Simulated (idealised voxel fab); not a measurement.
Presented below is a process module, voxel lift off.
Pictured: cross-section cut, 230 nm wide, on a grid of 5 nm square cells.
Notation: cross-section as square-cell grid; stated in bands, top first, going down; one or more cell rows per band. Top, bottom (nm), then materials left to right with widths (nm); lone material tagged "throughout" fills the whole band edge to edge; "empty" = empty space. All heights in this document are referenced to 0, defined as the level beneath which the wafer, as received, consists entirely of one material. The lowest band is not bounded below; it extends indefinitely downward and is written in the form "0 -> down". Think of "30..40" as a width that walks from the first number to the second as you go down the band, top row to bottom row, taking equal-sized steps from row to row. "stayed the same" means the step left every cell of the cross-section as it was. If an empty space has no open way to the top and is at least 8 cells in size, "Entrapped voids" lists it, written width x height at distance, where distance is measured from the left edge and every value is in nm. Where a step's line continues beyond its settings, the continuation is a remark by the simulator itself on that step. A step's line can hold "overlay nm"; with a mask on that step, the setting says how far right of the planned place the mask lay, while a negative setting says it lay to the left.

### Below is the list of planned process steps
1,RECEIVE: material Si
2,CONFORMAL_DEP: material SiO2, thk nm 10
3,PATTERN: tone open, mask id LINES, material resist, width nm 20, pitch nm 35, thk nm 20, overlay nm 0
4,DIRECTIONAL_DEP: material Ru, thk nm 5
5,STRIP: etch materials resist
6,CONFORMAL_DEP: material SiO2, thk nm 5

### So this is the incoming wafer in cross-section - it's already been through step 1
* 0 -> down = Si throughout
* Entrapped voids: none

### Module complete, cross-section. Starting point and plan per above. One mistake made in running the module
* 20 -> 15 = 55 of SiO2, 10 of empty, 25 of SiO2, 10 of empty, 25 of SiO2, 10 of empty, 25 of SiO2, 10 of empty, 60 of SiO2
* 15 -> 10 = 50 of Ru, 20 of SiO2, 15 of Ru, 20 of SiO2, 15 of Ru, 20 of SiO2, 15 of Ru, 20 of SiO2, 55 of Ru
* 10 -> 0 = SiO2 throughout
* 0 -> down = Si throughout
* Entrapped voids: none
So what did we get wrong on this run? note that step 3 departed from the planned setting and was carried out as PATTERN: tone cover, mask id LINES, material resist, width nm 20, pitch nm 35, thk nm 20, overlay nm 0
